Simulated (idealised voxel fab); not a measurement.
Process module in this document: voxel ribs on slabs
In the cross-section labelled cut, the width is 270 nm and each square cell is 5 nm.
The cross-sections in this document take the form of a grid made of square cells. They are written out as bands, in order from top to bottom. Each band consists of one or more rows of cells.
Band: top and bottom heights (nm) first, top before bottom; then materials from left to right, widths in nm. "everywhere" marks a sole material filling the band edge to edge. "air" denotes empty space.
Beneath 0, the wafer as received is one material, and that level is where height counting begins. The lowest band goes on downward without a bottom; it is written like "0..down".
Think of "30->40" as a width that walks from the first number to the second as you go down the band, top row to bottom row, taking equal-sized steps from row to row.
"nothing different" for a step: no cell of the cross-section changed in that step.
In "Entrapped void list" the enclosed voids are listed, meaning empty spaces of 8 cells or larger without any opening to the top. The form is width x height at distance, distance from the left edge, units nm.
Post-settings text on a step line: simulator's own remark regarding the step.
"overlay nm" on a masked step: distance the mask lay right of its planned place, negative for left.
# Steps in the process plan
| 1 | RECEIVE | material Si |
| 2 | DIRECTIONAL_DEP | material SiO2 | thk nm 30 |
| 3 | DIRECTIONAL_DEP | material polySi | thk nm 20 |
| 4 | PATTERN | tone cover | mask id RIB | material resist | width nm 20 | thk nm 15 | overlay nm 0 |
| 5 | DIRECTIONAL_ETCH | etch materials polySi | depth nm 5 |
| 6 | STRIP | etch materials resist |
| 7 | DIRECTIONAL_DEP | material aC | thk nm 15 |
| 8 | PATTERN | tone cover | mask id SLAB | material resist | width nm 50 | thk nm 35 | overlay nm 0 |
| 9 | DIRECTIONAL_ETCH | etch materials aC | depth nm 15 |
| 10 | STRIP | etch materials resist |
| 11 | DIRECTIONAL_ETCH | etch materials polySi | depth nm 15 |
| 12 | STRIP | etch materials aC |
| 13 | FILL_DEP | material SiO2 | thk nm 25 |
| 14 | CMP | height nm 65 |
| 15 | DIRECTIONAL_DEP | material TiN | thk nm 5 |
| 16 | PATTERN | tone cover | mask id HEATER | material resist | width nm 30 | thk nm 15 | overlay nm 0 |
| 17 | DIRECTIONAL_ETCH | etch materials TiN | depth nm 5 |
| 18 | STRIP | etch materials resist |
| 19 | CONFORMAL_DEP | material SiO2 | thk nm 10 |
# The cross-section here shows the wafer as received, i.e. in its state after step 1
0..down: Si everywhere
Entrapped void list: none
# first wafer at the end, as planned
80..75: 110 air, 50 SiO2, 110 air
75..70: SiO2 everywhere
70..65: 120 SiO2, 30 TiN, 120 SiO2
65..50: SiO2 everywhere
50..45: 125 SiO2, 20 polySi, 125 SiO2
45..30: 110 SiO2, 50 polySi, 110 SiO2
30..0: SiO2 everywhere
0..down: Si everywhere
Entrapped void list: none
# Wafer two cross-section, module end. Start and plan unchanged from wafer one; one mistake made during the run
80..75: 110 air, 50 SiO2, 110 air
75..70: SiO2 everywhere
70..65: 120 SiO2, 30 TiN, 120 SiO2
65..60: 110 SiO2, 50 polySi, 110 SiO2
60..0: SiO2 everywhere
0..down: Si everywhere
Entrapped void list: none
The plan and the run diverged here: the plan's step 2 ran twice
Heads up, by the end the second wafer has more or fewer cells of some materials compared to the first: SiO2: 24 more; polySi: 24 fewer
